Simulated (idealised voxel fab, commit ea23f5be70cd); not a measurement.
Documented hereafter: the process module known as voxel capacitor over wiring.
The cross-section on display is named cut; it measures 220 nm wide, and its cells are 5 nm squares.
Bands, listed from the top down, are how a cross-section gets written in this document; the cross-section itself is a grid of square cells, and a band is one or more rows of them. In this notation a band is specified by the heights of its top and bottom, in that order and in nm, after which its materials appear from left to right, each paired with its width in nm. The word "edge to edge" attached to a single material means that material fills the band from edge to edge; the word "air" stands for empty space. Height is counted from the level 0, under which the received wafer is composed throughout of one material. The lowest of the bands is not closed at the bottom but continues downward, in the notation "0 down". Width spec "30 to 40" -> top row of cells at first value, bottom row at second value, equal per-row change in between. No cell of the cross-section changed in a step that is given as "no alterations made". The entry titled "Enclosed cavity list" provides the empty spaces that have no open way to the top, restricted to those of 8 cells or more. Each is presented as width x height at distance, the distance being measured from the left edge, with all three in nm. It should be noted that, on the line of a given step, the content following the step's settings is a remark produced by the simulator itself with respect to that step. Among the settings permitted on a step's line is "overlay nm"; applied to a step with a mask, it specifies the extent to which the mask lay to the right of its planned position, whereas a negative figure signifies a position to the left.
# plan
| 1 | RECEIVE with material Si |
| 2 | CONFORMAL_DEP with material SiO2, thk nm 10 |
| 3 | DIRECTIONAL_DEP with material TiN, thk nm 5 |
| 4 | DIRECTIONAL_DEP with material Ru, thk nm 15 |
| 5 | DIRECTIONAL_DEP with material aC, thk nm 15 |
| 6 | PATTERN with tone cover, mask id METAL_1, material resist, width nm 30, pitch nm 90, thk nm 35, overlay nm 0 |
| 7 | DIRECTIONAL_ETCH with etch materials aC, depth nm 15 |
| 8 | STRIP with etch materials resist |
| 9 | DIRECTIONAL_ETCH with etch materials Ru, depth nm 15 |
| 10 | DIRECTIONAL_ETCH with etch materials TiN, depth nm 5 |
| 11 | STRIP with etch materials aC |
| 12 | CONFORMAL_DEP with material SiN, thk nm 5 |
| 13 | FILL_DEP with material lowk, thk nm 5 |
| 14 | CMP with height nm 30 |
| 15 | CONFORMAL_DEP with material SiCN, thk nm 5 |
| 16 | DIRECTIONAL_DEP with material SiO2, thk nm 10 |
| 17 | PATTERN with tone open, mask id PLUG_1, material resist, width nm 15, thk nm 15, overlay nm 0 |
| 18 | DIRECTIONAL_ETCH with etch materials SiO2, depth nm 10 |
| 19 | DIRECTIONAL_ETCH with etch materials SiCN, depth nm 5 |
| 20 | STRIP with etch materials resist |
| 21 | CONFORMAL_DEP with material TiN, thk nm 5 |
| 22 | FILL_DEP with material Cu, thk nm 5 |
| 23 | CMP with height nm 45 |
| 24 | DIRECTIONAL_DEP with material TiN, thk nm 10 |
| 25 | DIRECTIONAL_DEP with material SiN, thk nm 5 |
| 26 | DIRECTIONAL_DEP with material TiN, thk nm 5 |
| 27 | MASKED_ETCH with tone cover, mask id UPPER_PLATE, width nm 65, etch materials TiN, depth nm 5, overlay nm 0 |
| 28 | MASKED_ETCH with tone cover, mask id UPPER_PLATE, width nm 65, etch materials SiN, depth nm 5, overlay nm 0 |
| 29 | DIRECTIONAL_DEP with material aC, thk nm 15 |
| 30 | PATTERN with tone cover, mask id LOWER_PLATE, material resist, width nm 75, thk nm 35, overlay nm 0 |
| 31 | DIRECTIONAL_ETCH with etch materials aC, depth nm 15 |
| 32 | STRIP with etch materials resist |
| 33 | DIRECTIONAL_ETCH with etch materials TiN, depth nm 10 |
| 34 | STRIP with etch materials aC |
| 35 | FILL_DEP with material SiO2, thk nm 15 |
| 36 | CMP with height nm 75 |
| 37 | MASKED_ETCH with tone open, mask id PLUG_2, width nm 15, etch materials SiO2, depth nm 10, overlay nm 0 |
| 38 | CONFORMAL_DEP with material TiN, thk nm 5 |
| 39 | FILL_DEP with material Ru, thk nm 5 |
| 40 | CMP with height nm 75 |
| 41 | CONFORMAL_DEP with material SiCN, thk nm 5 |
# Incoming wafer in cross-section (state: after step 1)
0 down  Si edge to edge
Enclosed cavity list: none
# The first of two wafers, cross-sectioned at the end of the module, with the run proceeding as planned
80 to 75  SiCN edge to edge
75 to 70  75 nm SiO2; 5 nm TiN; 5 nm Ru; 5 nm TiN; 130 nm SiO2
70 to 60  75 to 65 nm SiO2; 15 to 65 nm TiN; 130 to 90 nm SiO2
60 to 55  65 nm SiO2; 65 nm SiN; 90 nm SiO2
55 to 45  60 nm SiO2; 75 nm TiN; 85 nm SiO2
45 to 35  65 nm SiO2; 5 nm TiN; 5 nm Cu; 5 nm TiN; 140 nm SiO2
35 to 30  65 nm SiCN; 15 nm TiN; 140 nm SiCN
30 to 15  45 nm lowk; 5 nm SiN; 30 nm Ru; 5 nm SiN; 50 nm lowk; 5 nm SiN; 30 nm Ru; 5 nm SiN; 45 nm lowk
15 to 10  50 nm SiN; 30 nm TiN; 60 nm SiN; 30 nm TiN; 50 nm SiN
10 to 0  SiO2 edge to edge
0 down  Si edge to edge
Enclosed cavity list: none
# Wafer two cross-section, module end. Start and plan unchanged from wafer one; one mistake made during the run
80 to 75  SiCN edge to edge
75 to 65  aC edge to edge
65 to 60  65 nm aC; 65 nm TiN; 90 nm aC
60 to 55  65 nm aC; 65 nm SiN; 90 nm aC
55 to 45  60 nm aC; 75 nm TiN; 85 nm aC
45 to 35  65 nm SiO2; 5 nm TiN; 5 nm Cu; 5 nm TiN; 140 nm SiO2
35 to 30  65 nm SiCN; 15 nm TiN; 140 nm SiCN
30 to 15  45 nm lowk; 5 nm SiN; 30 nm Ru; 5 nm SiN; 50 nm lowk; 5 nm SiN; 30 nm Ru; 5 nm SiN; 45 nm lowk
15 to 10  50 nm SiN; 30 nm TiN; 60 nm SiN; 30 nm TiN; 50 nm SiN
10 to 0  SiO2 edge to edge
0 down  Si edge to edge
Enclosed cavity list: none
Which mistake was made when the wafer was run? not per plan at step 35, really ran FILL_DEP with material aC, thk nm 15
Final difference in cells, second wafer against first, listed per material as more or fewer: 1 fewer of Ru; 202 fewer of SiO2; 5 fewer of TiN; 208 more of aC
